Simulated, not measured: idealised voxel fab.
Title: Process Module voxel spacer lines
It is cross-section cut that appears here, measuring 220 nm in width, its square cells being 5 nm in size.
Cross-section layout: square cells on a grid; listed as bands, top to bottom; a band spans one or more cell rows.
Look at the band entry: it leads with the top's height and the bottom's height in nm. Then it lists the materials left to right, with a width in nm for each. The word "everywhere" on a single material says that material fills the band edge to edge. The word "blank" is empty space.
The level at which height equals 0 is the one under which the wafer, as it arrives, is entirely one material. No lower edge exists for the bottom band, which continues downward and is notated as in "0 -> down".
A width given as "30->40" starts at the first number in the band's top row and ends at the second number in its bottom row, shifting by an equal amount at every step from row to row.
Basically "no alteration" means that step didn't change any cell in the cross-section.
Voids not open to the top, 8 cells minimum: see "Closed internal cavities". Written width x height at distance; distance is from the left edge; nm.
On a step's line, text after the settings is the simulator commenting on that step.
What "overlay nm" on a step's line means: if the step has a mask, that mask lay this far to the right of its planned place, or, when the value is negative, to the left.
**Set out below are the planned steps of the process**
| 1 | RECEIVE: material Si |
| 2 | CONFORMAL_DEP: material Al2O3, thk nm 5 |
| 3 | DIRECTIONAL_DEP: material polySi, thk nm 15 |
| 4 | DIRECTIONAL_DEP: material aC, thk nm 30 |
| 5 | PATTERN: tone cover, mask id MANDREL, material resist, width nm 25, pitch nm 80, thk nm 40, overlay nm 0 |
| 6 | DIRECTIONAL_ETCH: etch materials aC, depth nm 30 |
| 7 | STRIP: etch materials resist |
| 8 | CONFORMAL_DEP: material SiN, thk nm 15 |
| 9 | DIRECTIONAL_ETCH: etch materials SiN, depth nm 15 |
| 10 | STRIP: etch materials aC |
| 11 | DIRECTIONAL_ETCH: etch materials polySi, depth nm 15 |
| 12 | STRIP: etch materials SiN |
**Wafer at receipt (post step 1), cross-section**
0 -> down  Si everywhere
Closed internal cavities: none
**Cross-section taken at module completion on the first of two wafers; processed per the plan**
20 -> 5  polySi=15 | blank=25 | polySi=15 | blank=25 | polySi=15 | blank=25 | polySi=15 | blank=25 | polySi=15 | blank=25 | polySi=15 | blank=5
5 -> 0  Al2O3 everywhere
0 -> down  Si everywhere
Closed internal cavities: none
**Same start, same plan as the first wafer - but one mistake in the run. Cross-section of the second of the two at the end of the module**
20 -> 5  blank=15 | polySi=25 | blank=55 | polySi=25 | blank=55 | polySi=25 | blank=20
5 -> 0  Al2O3 everywhere
0 -> down  Si everywhere
Closed internal cavities: none
what went wrong: step 5 was not run as planned; what actually ran was PATTERN: tone open, mask id MANDREL, material resist, width nm 25, pitch nm 80, thk nm 40, overlay nm 0
at the end the second wafer has, in cells: 9 fewer of polySi
